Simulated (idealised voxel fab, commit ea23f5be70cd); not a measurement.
Process module heading - voxel capacitor over wiring
Square cell edge 5 nm, section width 155 nm, ID cut.
Throughout this document, each cross-section is represented as a grid of square cells and is presented as a sequence of bands enumerated from the top downward, where a band comprises one or more rows of cells.
What a band's entry tells you: where the top is and where the bottom is, as heights in nm, and after that what lies inside, material by material from left to right, each with its width in nm. Empty space is written as the word "blank", and a single material marked with the word "edge to edge" occupies the band from edge to edge.
Height reference: 0 = level under which incoming wafer is all one material. Lowest band: no bottom, runs on downward, e.g. "0 down".
Graded width ("30..40"): value in top row of band = first number; value in bottom row = second number; row-to-row change constant.
"nothing different", as given for a step, is the statement that not any cell of the cross-section underwent a change during that step.
"Trapped cavities" means: voids of 8 cells or more that are shut off from the top with no open way through. Written width x height at distance, distance from the left edge, in nm.
Note: text after step settings on the step line = simulator remark on that step.
The optional step-line setting "overlay nm" applies to steps with a mask and quantifies how far to the right of its planned location the mask lay, a negative value indicating leftward placement.

[So here's the lineup of process steps we planned]
| 1 | RECEIVE (material Si) |
| 2 | CONFORMAL_DEP (material SiO2; thk nm 15) |
| 3 | DIRECTIONAL_DEP (material TiN; thk nm 5) |
| 4 | DIRECTIONAL_DEP (material Ru; thk nm 15) |
| 5 | MASKED_ETCH (tone cover; mask id METAL_1; width nm 25; pitch nm 85; etch materials Ru; depth nm 15; overlay nm 0) |
| 6 | MASKED_ETCH (tone cover; mask id METAL_1; width nm 25; pitch nm 85; etch materials TiN; depth nm 5; overlay nm 0) |
| 7 | CONFORMAL_DEP (material SiN; thk nm 5) |
| 8 | FILL_DEP (material SiO2; thk nm 5) |
| 9 | CMP (height nm 35) |
| 10 | CONFORMAL_DEP (material SiCN; thk nm 5) |
| 11 | DIRECTIONAL_DEP (material lowk; thk nm 20) |
| 12 | MASKED_ETCH (tone open; mask id PLUG_1; width nm 15; etch materials lowk; depth nm 20; overlay nm 0) |
| 13 | MASKED_ETCH (tone open; mask id PLUG_1; width nm 15; etch materials SiCN; depth nm 5; overlay nm 0) |
| 14 | EPI (material Ru; thk nm 10) |
| 15 | EPI (material Ru; thk nm 10) |
| 16 | EPI (material Ru; thk nm 5) |
| 17 | DIRECTIONAL_DEP (material TiN; thk nm 5) |
| 18 | DIRECTIONAL_DEP (material SiN; thk nm 5) |
| 19 | DIRECTIONAL_DEP (material TiN; thk nm 5) |
| 20 | MASKED_ETCH (tone cover; mask id UPPER_PLATE; width nm 65; etch materials TiN; depth nm 5; overlay nm 0) |
| 21 | MASKED_ETCH (tone cover; mask id UPPER_PLATE; width nm 65; etch materials SiN; depth nm 5; overlay nm 0) |
| 22 | PATTERN (tone cover; mask id LOWER_PLATE; material resist; width nm 75; thk nm 20; overlay nm 0) |
| 23 | DIRECTIONAL_ETCH (etch materials TiN; depth nm 5) |
| 24 | STRIP (etch materials resist) |
| 25 | FILL_DEP (material SiO2; thk nm 20) |
| 26 | CMP (height nm 90) |
| 27 | PATTERN (tone open; mask id PLUG_2; material resist; width nm 15; thk nm 20; overlay nm 0) |
| 28 | DIRECTIONAL_ETCH (etch materials SiO2; depth nm 15) |
| 29 | STRIP (etch materials resist) |
| 30 | CONFORMAL_DEP (material TiN; thk nm 5) |
| 31 | FILL_DEP (material W; thk nm 10) |
| 32 | CMP (height nm 90) |
| 33 | CONFORMAL_DEP (material SiN; thk nm 5) |

[First wafer out of two, processed as planned]

[The cross-section here shows the wafer as received, i.e. in its state after step 1]
0 down = Si edge to edge
Trapped cavities: none

[Take a look at the wafer's cross-section after step 2]
15 to 0 = SiO2 edge to edge
Everything below 0 is unchanged.

[Take a look at the wafer's cross-section after step 3]
20 to 15 = TiN edge to edge
Everything below 15 is unchanged.

[Take a look at the wafer's cross-section after step 4]
35 to 20 = Ru edge to edge
Everything below 20 is unchanged.

[Take a look at the wafer's cross-section after step 5]
35 to 20 = blank: 20, Ru: 25, blank: 60, Ru: 25, blank: 25
Everything below 20 is unchanged.

[Take a look at the wafer's cross-section after step 6]
35 to 20 = blank: 20, Ru: 25, blank: 60, Ru: 25, blank: 25
20 to 15 = blank: 20, TiN: 25, blank: 60, TiN: 25, blank: 25
Everything below 15 is unchanged.

[Take a look at the wafer's cross-section after step 7]
40 to 35 = blank: 15, SiN: 35, blank: 50, SiN: 35, blank: 20
35 to 20 = blank: 15, SiN: 5, Ru: 25, SiN: 5, blank: 50, SiN: 5, Ru: 25, SiN: 5, blank: 20
20 to 15 = SiN: 20, TiN: 25, SiN: 60, TiN: 25, SiN: 25
Everything below 15 is unchanged.

[Take a look at the wafer's cross-section after step 8]
45 to 40 = SiO2 edge to edge
40 to 35 = SiO2: 15, SiN: 35, SiO2: 50, SiN: 35, SiO2: 20
35 to 20 = SiO2: 15, SiN: 5, Ru: 25, SiN: 5, SiO2: 50, SiN: 5, Ru: 25, SiN: 5, SiO2: 20
Everything below 20 is unchanged.

[Take a look at the wafer's cross-section after step 9]
35 to 20 = SiO2: 15, SiN: 5, Ru: 25, SiN: 5, SiO2: 50, SiN: 5, Ru: 25, SiN: 5, SiO2: 20
Everything below 20 is unchanged.

[Take a look at the wafer's cross-section after step 10]
40 to 35 = SiCN edge to edge
Everything below 35 is unchanged.

[Take a look at the wafer's cross-section after step 11]
60 to 40 = lowk edge to edge
Everything below 40 is unchanged.

[Take a look at the wafer's cross-section after step 12]
60 to 40 = lowk: 30, blank: 15, lowk: 110
Everything below 40 is unchanged.

[Take a look at the wafer's cross-section after step 13]
60 to 40 = lowk: 30, blank: 15, lowk: 110
40 to 35 = SiCN: 30, blank: 15, SiCN: 110
Everything below 35 is unchanged.

[Take a look at the wafer's cross-section after step 14]
60 to 45 = lowk: 30, blank: 15, lowk: 110
45 to 40 = lowk: 30, Ru: 15, lowk: 110
40 to 35 = SiCN: 30, Ru: 15, SiCN: 110
Everything below 35 is unchanged.

[Take a look at the wafer's cross-section after step 15]
60 to 55 = lowk: 30, blank: 15, lowk: 110
55 to 40 = lowk: 30, Ru: 15, lowk: 110
Everything below 40 is unchanged.

[Take a look at the wafer's cross-section after step 16]
60 to 40 = lowk: 30, Ru: 15, lowk: 110
Everything below 40 is unchanged.

[Take a look at the wafer's cross-section after step 17]
65 to 60 = TiN edge to edge
Everything below 60 is unchanged.

[Take a look at the wafer's cross-section after step 18]
70 to 65 = SiN edge to edge
Everything below 65 is unchanged.

[Take a look at the wafer's cross-section after step 19]
75 to 70 = TiN edge to edge
Everything below 70 is unchanged.

[Take a look at the wafer's cross-section after step 20]
75 to 70 = blank: 30, TiN: 65, blank: 60
Everything below 70 is unchanged.

[Take a look at the wafer's cross-section after step 21]
75 to 70 = blank: 30, TiN: 65, blank: 60
70 to 65 = blank: 30, SiN: 65, blank: 60
Everything below 65 is unchanged.

[Take a look at the wafer's cross-section after step 22]
95 to 75 = blank: 25, resist: 75, blank: 55
75 to 70 = blank: 25, resist: 5, TiN: 65, resist: 5, blank: 55
70 to 65 = blank: 25, resist: 5, SiN: 65, resist: 5, blank: 55
Everything below 65 is unchanged.

[Take a look at the wafer's cross-section after step 23]
95 to 75 = blank: 25, resist: 75, blank: 55
75 to 70 = blank: 25, resist: 5, TiN: 65, resist: 5, blank: 55
70 to 65 = blank: 25, resist: 5, SiN: 65, resist: 5, blank: 55
65 to 60 = blank: 25, TiN: 75, blank: 55
Everything below 60 is unchanged.

[Take a look at the wafer's cross-section after step 24]
75 to 70 = blank: 30, TiN: 65, blank: 60
70 to 65 = blank: 30, SiN: 65, blank: 60
Everything below 65 is unchanged.

[Take a look at the wafer's cross-section after step 25]
95 to 75 = SiO2 edge to edge
75 to 70 = SiO2: 30, TiN: 65, SiO2: 60
70 to 65 = SiO2: 30, SiN: 65, SiO2: 60
65 to 60 = SiO2: 25, TiN: 75, SiO2: 55
Everything below 60 is unchanged.

[Take a look at the wafer's cross-section after step 26]
90 to 75 = SiO2 edge to edge
Everything below 75 is unchanged.

[Take a look at the wafer's cross-section after step 27]
110 to 90 = resist: 40, blank: 15, resist: 100
Everything below 90 is unchanged.

[Take a look at the wafer's cross-section after step 28]
110 to 90 = resist: 40, blank: 15, resist: 100
90 to 75 = SiO2: 40, blank: 15, SiO2: 100
Everything below 75 is unchanged.

[Take a look at the wafer's cross-section after step 29]
90 to 75 = SiO2: 40, blank: 15, SiO2: 100
Everything below 75 is unchanged.

[Take a look at the wafer's cross-section after step 30]
95 to 90 = TiN: 45, blank: 5, TiN: 105
90 to 80 = SiO2: 40, TiN: 5, blank: 5, TiN: 5, SiO2: 100
80 to 70 = SiO2: 40..30, TiN: 15..65, SiO2: 100..60
Everything below 70 is unchanged.

[Take a look at the wafer's cross-section after step 31]
105 to 95 = W edge to edge
95 to 90 = TiN: 45, W: 5, TiN: 105
90 to 80 = SiO2: 40, TiN: 5, W: 5, TiN: 5, SiO2: 100
Everything below 80 is unchanged.

[Take a look at the wafer's cross-section after step 32]
90 to 80 = SiO2: 40, TiN: 5, W: 5, TiN: 5, SiO2: 100
Everything below 80 is unchanged.

[Take a look at the wafer's cross-section after step 33]
95 to 90 = SiN edge to edge
Everything below 90 is unchanged.

[Wafer two of the pair: same origin, same plan, one error during the run; identical to wafer one up to and including step 2]

[Second wafer at the planned finish of step 3, seen in cross-section]
20 to 15 = SiN edge to edge
Everything below 15 is unchanged.

[Second wafer at the planned finish of step 4, seen in cross-section]
35 to 20 = Ru edge to edge
Everything below 20 is unchanged.

[Second wafer at the planned finish of step 5, seen in cross-section]
35 to 20 = blank: 20, Ru: 25, blank: 60, Ru: 25, blank: 25
Everything below 20 is unchanged.

Second wafer at the planned finish of step 6, seen in cross-section: nothing different

[Second wafer at the planned finish of step 7, seen in cross-section]
40 to 35 = blank: 15, SiN: 35, blank: 50, SiN: 35, blank: 20
35 to 25 = blank: 15, SiN: 5, Ru: 25, SiN: 5, blank: 50, SiN: 5, Ru: 25, SiN: 5, blank: 20
25 to 20 = SiN: 20, Ru: 25, SiN: 60, Ru: 25, SiN: 25
Everything below 20 is unchanged.

[Second wafer at the planned finish of step 8, seen in cross-section]
45 to 40 = SiO2 edge to edge
40 to 35 = SiO2: 15, SiN: 35, SiO2: 50, SiN: 35, SiO2: 20
35 to 25 = SiO2: 15, SiN: 5, Ru: 25, SiN: 5, SiO2: 50, SiN: 5, Ru: 25, SiN: 5, SiO2: 20
Everything below 25 is unchanged.

[Second wafer at the planned finish of step 9, seen in cross-section]
35 to 25 = SiO2: 15, SiN: 5, Ru: 25, SiN: 5, SiO2: 50, SiN: 5, Ru: 25, SiN: 5, SiO2: 20
Everything below 25 is unchanged.

[Second wafer at the planned finish of step 10, seen in cross-section]
40 to 35 = SiCN edge to edge
Everything below 35 is unchanged.

[Second wafer at the planned finish of step 11, seen in cross-section]
60 to 40 = lowk edge to edge
Everything below 40 is unchanged.

[Second wafer at the planned finish of step 12, seen in cross-section]
60 to 40 = lowk: 30, blank: 15, lowk: 110
Everything below 40 is unchanged.

[Second wafer at the planned finish of step 13, seen in cross-section]
60 to 40 = lowk: 30, blank: 15, lowk: 110
40 to 35 = SiCN: 30, blank: 15, SiCN: 110
Everything below 35 is unchanged.

[Second wafer at the planned finish of step 14, seen in cross-section]
60 to 45 = lowk: 30, blank: 15, lowk: 110
45 to 40 = lowk: 30, Ru: 15, lowk: 110
40 to 35 = SiCN: 30, Ru: 15, SiCN: 110
Everything below 35 is unchanged.

[Second wafer at the planned finish of step 15, seen in cross-section]
60 to 55 = lowk: 30, blank: 15, lowk: 110
55 to 40 = lowk: 30, Ru: 15, lowk: 110
Everything below 40 is unchanged.

[Second wafer at the planned finish of step 16, seen in cross-section]
60 to 40 = lowk: 30, Ru: 15, lowk: 110
Everything below 40 is unchanged.

[Second wafer at the planned finish of step 17, seen in cross-section]
65 to 60 = TiN edge to edge
Everything below 60 is unchanged.

[Second wafer at the planned finish of step 18, seen in cross-section]
70 to 65 = SiN edge to edge
Everything below 65 is unchanged.

[Second wafer at the planned finish of step 19, seen in cross-section]
75 to 70 = TiN edge to edge
Everything below 70 is unchanged.

[Second wafer at the planned finish of step 20, seen in cross-section]
75 to 70 = blank: 30, TiN: 65, blank: 60
Everything below 70 is unchanged.

[Second wafer at the planned finish of step 21, seen in cross-section]
75 to 70 = blank: 30, TiN: 65, blank: 60
70 to 65 = blank: 30, SiN: 65, blank: 60
Everything below 65 is unchanged.

[Second wafer at the planned finish of step 22, seen in cross-section]
95 to 75 = blank: 25, resist: 75, blank: 55
75 to 70 = blank: 25, resist: 5, TiN: 65, resist: 5, blank: 55
70 to 65 = blank: 25, resist: 5, SiN: 65, resist: 5, blank: 55
Everything below 65 is unchanged.

[Second wafer at the planned finish of step 23, seen in cross-section]
95 to 75 = blank: 25, resist: 75, blank: 55
75 to 70 = blank: 25, resist: 5, TiN: 65, resist: 5, blank: 55
70 to 65 = blank: 25, resist: 5, SiN: 65, resist: 5, blank: 55
65 to 60 = blank: 25, TiN: 75, blank: 55
Everything below 60 is unchanged.

[Second wafer at the planned finish of step 24, seen in cross-section]
75 to 70 = blank: 30, TiN: 65, blank: 60
70 to 65 = blank: 30, SiN: 65, blank: 60
Everything below 65 is unchanged.

[Second wafer at the planned finish of step 25, seen in cross-section]
95 to 75 = SiO2 edge to edge
75 to 70 = SiO2: 30, TiN: 65, SiO2: 60
70 to 65 = SiO2: 30, SiN: 65, SiO2: 60
65 to 60 = SiO2: 25, TiN: 75, SiO2: 55
Everything below 60 is unchanged.

[Second wafer at the planned finish of step 26, seen in cross-section]
90 to 75 = SiO2 edge to edge
Everything below 75 is unchanged.

[Second wafer at the planned finish of step 27, seen in cross-section]
110 to 90 = resist: 40, blank: 15, resist: 100
Everything below 90 is unchanged.

[Second wafer at the planned finish of step 28, seen in cross-section]
110 to 90 = resist: 40, blank: 15, resist: 100
90 to 75 = SiO2: 40, blank: 15, SiO2: 100
Everything below 75 is unchanged.

[Second wafer at the planned finish of step 29, seen in cross-section]
90 to 75 = SiO2: 40, blank: 15, SiO2: 100
Everything below 75 is unchanged.

[Second wafer at the planned finish of step 30, seen in cross-section]
95 to 90 = TiN: 45, blank: 5, TiN: 105
90 to 80 = SiO2: 40, TiN: 5, blank: 5, TiN: 5, SiO2: 100
80 to 70 = SiO2: 40..30, TiN: 15..65, SiO2: 100..60
Everything below 70 is unchanged.

[Second wafer at the planned finish of step 31, seen in cross-section]
105 to 95 = W edge to edge
95 to 90 = TiN: 45, W: 5, TiN: 105
90 to 80 = SiO2: 40, TiN: 5, W: 5, TiN: 5, SiO2: 100
Everything below 80 is unchanged.

[Second wafer at the planned finish of step 32, seen in cross-section]
90 to 80 = SiO2: 40, TiN: 5, W: 5, TiN: 5, SiO2: 100
Everything below 80 is unchanged.

[Second wafer at the planned finish of step 33, seen in cross-section]
95 to 90 = SiN edge to edge
Everything below 90 is unchanged.
Deviation noted in wafer processing: not per plan at step 3, really ran DIRECTIONAL_DEP (material SiN; thk nm 5)
at the end the second wafer has, in cells: SiN +27; SiO2 -17; TiN -10
